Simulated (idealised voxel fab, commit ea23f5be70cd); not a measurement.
voxel self aligned contacts: a process module
Cross-section cut: width 235 nm, square cells of 5 nm.
Notation: cross-section as square-cell grid; stated in bands, top first, going down; one or more cell rows per band. Heights first: top, then bottom, in nm. Then materials, left to right, each with a width in nm. "all across" on a single material: fills the band edge to edge. "blank": empty space. The level at which height equals 0 is the one under which the wafer, as it arrives, is entirely one material. No lower edge exists for the bottom band, which continues downward and is notated as in "0 and below". Quick explanation for "30->40": the width changes in equal steps down the rows of cells, from the first number in the band's top row to the second number in its bottom row. Step marked "remained the same"? Then no cell in the cross-section changed in it. In "Sealed void listing" the enclosed voids are listed, meaning empty spaces of 8 cells or larger without any opening to the top. The form is width x height at distance, distance from the left edge, units nm. Read whatever lies past the settings on a step's line as the simulator's own remark about the step. The line of a step may include "overlay nm". On a step with a mask, this value is how far to the right of its planned place the mask lay. A negative value means the mask lay to the left.

## So here's the lineup of process steps we planned
- 1: RECEIVE, material Si
- 2: OXIDIZE, depth nm 5
- 3: DIRECTIONAL_DEP, material polySi, thk nm 25
- 4: DIRECTIONAL_DEP, material SiN, thk nm 15
- 5: PATTERN, tone cover, mask id GATE, material resist, width nm 30, pitch nm 65, thk nm 15, overlay nm 0
- 6: DIRECTIONAL_ETCH, etch materials SiN, depth nm 15
- 7: DIRECTIONAL_ETCH, etch materials polySi, depth nm 25
- 8: STRIP, etch materials resist
- 9: CONFORMAL_DEP, material SiN, thk nm 5
- 10: DIRECTIONAL_ETCH, etch materials SiN, depth nm 5
- 11: FILL_DEP, material SiO2, thk nm 15
- 12: CMP, height nm 45
- 13: DIRECTIONAL_DEP, material aC, thk nm 15
- 14: PATTERN, tone open, mask id CONTACT, material resist, width nm 45, pitch nm 65, thk nm 30, overlay nm 0
- 15: DIRECTIONAL_ETCH, etch materials aC, depth nm 15
- 16: STRIP, etch materials resist
- 17: DIRECTIONAL_ETCH, etch materials SiO2, depth nm 50
- 18: STRIP, etch materials aC
- 19: CONFORMAL_DEP, material TiN, thk nm 5
- 20: FILL_DEP, material Ru, thk nm 10
- 21: CMP, height nm 45
- 22: CONFORMAL_DEP, material SiCN, thk nm 5

## First out of two wafers; run went to plan

## This is the cross-section of the wafer as we received it, i.e. after step 1
	0 and below = Si all across
	Sealed void listing: none

## Presented here is a cross-section of the wafer after step 2 has been performed
	0 down to -5 = SiO2 all across
	Below -5 it's all the same as before, nothing changed down there.

## Presented here is a cross-section of the wafer after step 3 has been performed
	25 down to 0 = polySi all across
	Below 0 it's all the same as before, nothing changed down there.

## Presented here is a cross-section of the wafer after step 4 has been performed
	40 down to 25 = SiN all across
	Below 25 it's all the same as before, nothing changed down there.

## Presented here is a cross-section of the wafer after step 5 has been performed
	55 down to 40 = 35 of blank / 30 of resist / 35 of blank / 30 of resist / 35 of blank / 30 of resist / 40 of blank
	Below 40 it's all the same as before, nothing changed down there.

## Presented here is a cross-section of the wafer after step 6 has been performed
	55 down to 40 = 35 of blank / 30 of resist / 35 of blank / 30 of resist / 35 of blank / 30 of resist / 40 of blank
	40 down to 25 = 35 of blank / 30 of SiN / 35 of blank / 30 of SiN / 35 of blank / 30 of SiN / 40 of blank
	Below 25 it's all the same as before, nothing changed down there.

## Presented here is a cross-section of the wafer after step 7 has been performed
	55 down to 40 = 35 of blank / 30 of resist / 35 of blank / 30 of resist / 35 of blank / 30 of resist / 40 of blank
	40 down to 25 = 35 of blank / 30 of SiN / 35 of blank / 30 of SiN / 35 of blank / 30 of SiN / 40 of blank
	25 down to 0 = 35 of blank / 30 of polySi / 35 of blank / 30 of polySi / 35 of blank / 30 of polySi / 40 of blank
	Below 0 it's all the same as before, nothing changed down there.

## Presented here is a cross-section of the wafer after step 8 has been performed
	40 down to 25 = 35 of blank / 30 of SiN / 35 of blank / 30 of SiN / 35 of blank / 30 of SiN / 40 of blank
	Below 25 it's all the same as before, nothing changed down there.

## Presented here is a cross-section of the wafer after step 9 has been performed
	45 down to 25 = 30 of blank / 40 of SiN / 25 of blank / 40 of SiN / 25 of blank / 40 of SiN / 35 of blank
	25 down to 5 = 30 of blank / 5 of SiN / 30 of polySi / 5 of SiN / 25 of blank / 5 of SiN / 30 of polySi / 5 of SiN / 25 of blank / 5 of SiN / 30 of polySi / 5 of SiN / 35 of blank
	5 down to 0 = 35 of SiN / 30 of polySi / 35 of SiN / 30 of polySi / 35 of SiN / 30 of polySi / 40 of SiN
	Below 0 it's all the same as before, nothing changed down there.

## Presented here is a cross-section of the wafer after step 10 has been performed
	40 down to 25 = 30 of blank / 40 of SiN / 25 of blank / 40 of SiN / 25 of blank / 40 of SiN / 35 of blank
	25 down to 0 = 30 of blank / 5 of SiN / 30 of polySi / 5 of SiN / 25 of blank / 5 of SiN / 30 of polySi / 5 of SiN / 25 of blank / 5 of SiN / 30 of polySi / 5 of SiN / 35 of blank
	Below 0 it's all the same as before, nothing changed down there.

## Presented here is a cross-section of the wafer after step 11 has been performed
	55 down to 40 = SiO2 all across
	40 down to 25 = 30 of SiO2 / 40 of SiN / 25 of SiO2 / 40 of SiN / 25 of SiO2 / 40 of SiN / 35 of SiO2
	25 down to 0 = 30 of SiO2 / 5 of SiN / 30 of polySi / 5 of SiN / 25 of SiO2 / 5 of SiN / 30 of polySi / 5 of SiN / 25 of SiO2 / 5 of SiN / 30 of polySi / 5 of SiN / 35 of SiO2
	Below 0 it's all the same as before, nothing changed down there.

## Presented here is a cross-section of the wafer after step 12 has been performed
	45 down to 40 = SiO2 all across
	Below 40 it's all the same as before, nothing changed down there.

## Presented here is a cross-section of the wafer after step 13 has been performed
	60 down to 45 = aC all across
	Below 45 it's all the same as before, nothing changed down there.

## Presented here is a cross-section of the wafer after step 14 has been performed
	90 down to 60 = 60 of resist / 45 of blank / 20 of resist / 45 of blank / 65 of resist
	Below 60 it's all the same as before, nothing changed down there.

## Presented here is a cross-section of the wafer after step 15 has been performed
	75 down to 60 = 60 of resist / 45 of blank / 20 of resist / 45 of blank / 65 of resist
	60 down to 45 = 60 of aC / 45 of blank / 20 of aC / 45 of blank / 65 of aC
	Below 45 it's all the same as before, nothing changed down there.

## Presented here is a cross-section of the wafer after step 16 has been performed
	60 down to 45 = 60 of aC / 45 of blank / 20 of aC / 45 of blank / 65 of aC
	Below 45 it's all the same as before, nothing changed down there.

## Presented here is a cross-section of the wafer after step 17 has been performed
	60 down to 45 = 60 of aC / 45 of blank / 20 of aC / 45 of blank / 65 of aC
	45 down to 40 = 60 of SiO2 / 45 of blank / 20 of SiO2 / 45 of blank / 65 of SiO2
	40 down to 25 = 30 of SiO2 / 40 of SiN / 25 of blank / 40 of SiN / 25 of blank / 40 of SiN / 35 of SiO2
	25 down to 0 = 30 of SiO2 / 5 of SiN / 30 of polySi / 5 of SiN / 25 of blank / 5 of SiN / 30 of polySi / 5 of SiN / 25 of blank / 5 of SiN / 30 of polySi / 5 of SiN / 35 of SiO2
	0 down to -5 = 70 of SiO2 / 25 of blank / 40 of SiO2 / 25 of blank / 75 of SiO2
	Below -5 it's all the same as before, nothing changed down there.

## Presented here is a cross-section of the wafer after step 18 has been performed
	45 down to 40 = 60 of SiO2 / 45 of blank / 20 of SiO2 / 45 of blank / 65 of SiO2
	Below 40 it's all the same as before, nothing changed down there.

## Presented here is a cross-section of the wafer after step 19 has been performed
	50 down to 45 = 65 of TiN / 35 of blank / 30 of TiN / 35 of blank / 70 of TiN
	45 down to 40 = 60 of SiO2 / 15 of TiN / 15 of blank / 15 of TiN / 20 of SiO2 / 15 of TiN / 15 of blank / 15 of TiN / 65 of SiO2
	40 down to 25 = 30 of SiO2 / 40 of SiN / 5 of TiN / 15 of blank / 5 of TiN / 40 of SiN / 5 of TiN / 15 of blank / 5 of TiN / 40 of SiN / 35 of SiO2
	25 down to 0 = 30 of SiO2 / 5 of SiN / 30 of polySi / 5 of SiN / 5 of TiN / 15 of blank / 5 of TiN / 5 of SiN / 30 of polySi / 5 of SiN / 5 of TiN / 15 of blank / 5 of TiN / 5 of SiN / 30 of polySi / 5 of SiN / 35 of SiO2
	0 down to -5 = 70 of SiO2 / 25 of TiN / 40 of SiO2 / 25 of TiN / 75 of SiO2
	Below -5 it's all the same as before, nothing changed down there.

## Presented here is a cross-section of the wafer after step 20 has been performed
	60 down to 50 = Ru all across
	50 down to 45 = 65 of TiN / 35 of Ru / 30 of TiN / 35 of Ru / 70 of TiN
	45 down to 40 = 60 of SiO2 / 15 of TiN / 15 of Ru / 15 of TiN / 20 of SiO2 / 15 of TiN / 15 of Ru / 15 of TiN / 65 of SiO2
	40 down to 25 = 30 of SiO2 / 40 of SiN / 5 of TiN / 15 of Ru / 5 of TiN / 40 of SiN / 5 of TiN / 15 of Ru / 5 of TiN / 40 of SiN / 35 of SiO2
	25 down to 0 = 30 of SiO2 / 5 of SiN / 30 of polySi / 5 of SiN / 5 of TiN / 15 of Ru / 5 of TiN / 5 of SiN / 30 of polySi / 5 of SiN / 5 of TiN / 15 of Ru / 5 of TiN / 5 of SiN / 30 of polySi / 5 of SiN / 35 of SiO2
	Below 0 it's all the same as before, nothing changed down there.

## Presented here is a cross-section of the wafer after step 21 has been performed
	45 down to 40 = 60 of SiO2 / 15 of TiN / 15 of Ru / 15 of TiN / 20 of SiO2 / 15 of TiN / 15 of Ru / 15 of TiN / 65 of SiO2
	Below 40 it's all the same as before, nothing changed down there.

## Presented here is a cross-section of the wafer after step 22 has been performed
	50 down to 45 = SiCN all across
	Below 45 it's all the same as before, nothing changed down there.

## Wafer two of two - same starting point, same process plan, one mistake in execution; matches wafer one up to and including step 18

## Second wafer cross-section, taken as of the time the plan sets for step 19 to be done
	50 down to 45 = 65 of polySi / 35 of blank / 30 of polySi / 35 of blank / 70 of polySi
	45 down to 40 = 60 of SiO2 / 15 of polySi / 15 of blank / 15 of polySi / 20 of SiO2 / 15 of polySi / 15 of blank / 15 of polySi / 65 of SiO2
	40 down to 25 = 30 of SiO2 / 40 of SiN / 5 of polySi / 15 of blank / 5 of polySi / 40 of SiN / 5 of polySi / 15 of blank / 5 of polySi / 40 of SiN / 35 of SiO2
	25 down to 0 = 30 of SiO2 / 5 of SiN / 30 of polySi / 5 of SiN / 5 of polySi / 15 of blank / 5 of polySi / 5 of SiN / 30 of polySi / 5 of SiN / 5 of polySi / 15 of blank / 5 of polySi / 5 of SiN / 30 of polySi / 5 of SiN / 35 of SiO2
	0 down to -5 = 70 of SiO2 / 25 of polySi / 40 of SiO2 / 25 of polySi / 75 of SiO2
	Below -5 it's all the same as before, nothing changed down there.

## Second wafer cross-section, taken as of the time the plan sets for step 20 to be done
	60 down to 50 = Ru all across
	50 down to 45 = 65 of polySi / 35 of Ru / 30 of polySi / 35 of Ru / 70 of polySi
	45 down to 40 = 60 of SiO2 / 15 of polySi / 15 of Ru / 15 of polySi / 20 of SiO2 / 15 of polySi / 15 of Ru / 15 of polySi / 65 of SiO2
	40 down to 25 = 30 of SiO2 / 40 of SiN / 5 of polySi / 15 of Ru / 5 of polySi / 40 of SiN / 5 of polySi / 15 of Ru / 5 of polySi / 40 of SiN / 35 of SiO2
	25 down to 0 = 30 of SiO2 / 5 of SiN / 30 of polySi / 5 of SiN / 5 of polySi / 15 of Ru / 5 of polySi / 5 of SiN / 30 of polySi / 5 of SiN / 5 of polySi / 15 of Ru / 5 of polySi / 5 of SiN / 30 of polySi / 5 of SiN / 35 of SiO2
	Below 0 it's all the same as before, nothing changed down there.

## Second wafer cross-section, taken as of the time the plan sets for step 21 to be done
	45 down to 40 = 60 of SiO2 / 15 of polySi / 15 of Ru / 15 of polySi / 20 of SiO2 / 15 of polySi / 15 of Ru / 15 of polySi / 65 of SiO2
	Below 40 it's all the same as before, nothing changed down there.

## Second wafer cross-section, taken as of the time the plan sets for step 22 to be done
	50 down to 45 = SiCN all across
	Below 45 it's all the same as before, nothing changed down there.
Which mistake was made when the wafer was run? heads up, step 19 didn't go per plan, it actually ran as CONFORMAL_DEP, material polySi, thk nm 5
Counted in cells at the end, the second wafer holds more or fewer of these materials than the first: 54 fewer of TiN, 54 more of polySi
